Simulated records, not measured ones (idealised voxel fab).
Process module, titled voxel trench capacitor
Displayed cross-section: cut, width of 285 nm, square cells sized 5 nm.
A cross-section in this document is a grid of square cells, and it is written down as bands, the top band listed before the ones below it; a band is made up of one or more rows of cells. For a band, the entry starts with two heights in nm, that of the top and then that of the bottom, and carries on with the band's materials in order from left to right, each alongside its width in nm; the word "all across" beside a single material means it fills the band edge to edge, and "empty" means empty space. Heights are reckoned from 0. Under this level, the received wafer is all of one material. The bottommost band is open-ended downward, for example "from 0 down". With a width like "30..40", each row of cells in the band differs from the next by the same amount, the top row carrying the first number and the bottom row the second. A step reported as "stayed the same" is a step in which no cell of the cross-section changed. You'll see "Closed internal voids" listing empty spaces that have no way open to the top, as long as they're 8 cells or more; the notation is width x height at distance, where the distance is from the left edge, and all of it is in nm. It should be noted that, on the line of a given step, the content following the step's settings is a remark produced by the simulator itself with respect to that step. overlay nm: where the mask lay relative to plan, measured to the right, on steps with a mask; negatives go left.
Plan:
1) RECEIVE [material Si]
2) CONFORMAL_DEP [material SiN] [thk nm 5]
3) MASKED_ETCH [tone open] [mask id TRENCH] [width nm 15] [pitch nm 45] [etch materials SiN] [depth nm 5] [overlay nm 0]
4) MASKED_ETCH [tone open] [mask id TRENCH] [width nm 20] [pitch nm 45] [etch materials Si] [depth nm 25] [overlay nm 0]
5) CONFORMAL_DEP [material SiO2] [thk nm 5]
6) FILL_DEP [material polySi] [thk nm 5]
7) CMP [height nm 5]
Heads up: all these wafers start the same, and what changes between them is the width nm in step 3. The value you see in the plan is just what the first wafer got.
First wafer as received, after step 1:
- from 0 down: Si all across
- Closed internal voids: none
Take a look at the first of several wafers in cross-section: the module is done, and step 7 was its last step:
- from 5 to 0: SiN (90) / SiO2 (5) / polySi (5) / SiO2 (5) / SiN (30) / SiO2 (5) / polySi (5) / SiO2 (5) / SiN (30) / SiO2 (5) / polySi (5) / SiO2 (5) / SiN (90)
- from 0 to -20: Si (90) / SiO2 (5) / polySi (5) / SiO2 (5) / Si (30) / SiO2 (5) / polySi (5) / SiO2 (5) / Si (30) / SiO2 (5) / polySi (5) / SiO2 (5) / Si (90)
- from -20 to -25: Si (90) / SiO2 (15) / Si (30) / SiO2 (15) / Si (30) / SiO2 (15) / Si (90)
- from -25 down: Si all across
- Closed internal voids: none
The final wafer, sectioned at module end:
- from 5 to 0: SiN (80) / SiO2 (10) / polySi (10) / SiO2 (10) / SiN (15) / SiO2 (10) / polySi (10) / SiO2 (10) / SiN (15) / SiO2 (10) / polySi (10) / SiO2 (10) / SiN (85)
- from 0 to -20: Si (85) / SiO2 (5) / polySi (10) / SiO2 (5) / Si (25) / SiO2 (5) / polySi (10) / SiO2 (5) / Si (25) / SiO2 (5) / polySi (10) / SiO2 (5) / Si (90)
- from -20 to -25: Si (85) / SiO2 (20) / Si (25) / SiO2 (20) / Si (25) / SiO2 (20) / Si (90)
- from -25 down: Si all across
- Closed internal voids: none
So in this table every wafer gets its own row, and what you see is where it stands at the end of the module: for each material, how many cells it picked up (+) or gave up (-) since we received it, and after that its closed voids:
width nm 15; -45 Si; +48 SiN; +39 SiO2; +15 polySi; Closed internal voids: none
width nm 20; -60 Si; +45 SiN; +42 SiO2; +30 polySi; Closed internal voids: none
width nm 25; -60 Si; +42 SiN; +45 SiO2; +30 polySi; Closed internal voids: none
width nm 30; -60 Si; +39 SiN; +48 SiO2; +30 polySi; Closed internal voids: none
